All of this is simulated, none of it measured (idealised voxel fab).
process module | voxel self aligned contacts
cross-section cut | 225 nm wide | cells 5 nm
A cross-section is a grid of square cells, given in bands from the top down. A band is one or more rows of cells.
Each band's line starts with the height of the band's top and of its bottom, in nm. Then come its materials from left to right, each with its width in nm. One material with "throughout" fills the band from edge to edge. "air" is empty space.
Height 0 is the level under which the wafer as received is all one material. The lowest band goes on downwards, as in "0 down".
A width such as "30 to 40" changes by the same amount from each row of cells to the next, from the band's top row to its bottom row.
"no change" after a step means that no cell of the cross-section changed.
closed voids: empty space of 8 cells or more with no open way to the top, each as width x height at its distance from the left edge, in nm
after a step's settings: what the simulator itself notes on the step
overlay nm, on a step with a mask: how far to the right of its planned place the mask lay; to the left if negative
plan
1 op RECEIVE | material Si
2 op OXIDIZE | depth nm 5
3 op DIRECTIONAL_DEP | material polySi | thk nm 30
4 op DIRECTIONAL_DEP | material SiN | thk nm 15
5 op MASKED_ETCH | tone cover | mask id GATE | width nm 30 | pitch nm 55 | etch materials SiN | depth nm 15 | overlay nm 0
6 op MASKED_ETCH | tone cover | mask id GATE | width nm 30 | pitch nm 55 | etch materials polySi | depth nm 30 | overlay nm 0
7 op CONFORMAL_DEP | material SiN | thk nm 5
8 op DIRECTIONAL_ETCH | etch materials SiN | depth nm 5
9 op FILL_DEP | material SiO2 | thk nm 20
10 op CMP | height nm 55
11 op MASKED_ETCH | tone open | mask id CONTACT | width nm 35 | pitch nm 55 | etch materials SiO2 | depth nm 60 | overlay nm 0
12 op CONFORMAL_DEP | material TiN | thk nm 5
13 op FILL_DEP | material W | thk nm 10
14 op CMP | height nm 55
15 op CONFORMAL_DEP | material SiN | thk nm 5
as received, after step 1
  0 down: Si throughout
  closed voids: none
a wafer at the end: this start, this plan, one mistake
  60 to 55: SiN throughout
  55 to 45: SiO2 55 | TiN 5 to 25 | W 25 to 5 | TiN 5 | SiO2 20 | TiN 5 to 25 | W 25 to 5 | TiN 5 | SiO2 80
  45 to 30: SiO2 35 | SiN 40 | TiN 5 | W 5 | TiN 5 | SiN 40 | TiN 5 | W 5 | TiN 5 | SiN 40 | SiO2 40
  30 to 0: SiO2 35 | SiN 5 | polySi 30 | SiN 5 | TiN 5 | W 5 | TiN 5 | SiN 5 | polySi 30 | SiN 5 | TiN 5 | W 5 | TiN 5 | SiN 5 | polySi 30 | SiN 5 | SiO2 40
  0 to -5: SiO2 75 | TiN 15 | SiO2 40 | TiN 15 | SiO2 80
  -5 down: Si throughout
  closed voids: none
what went wrong: step 11 ran as: op MASKED_ETCH | tone open | mask id CONTACT | width nm 35 | pitch nm 55 | etch materials SiO2 | depth nm 60 | overlay nm -10
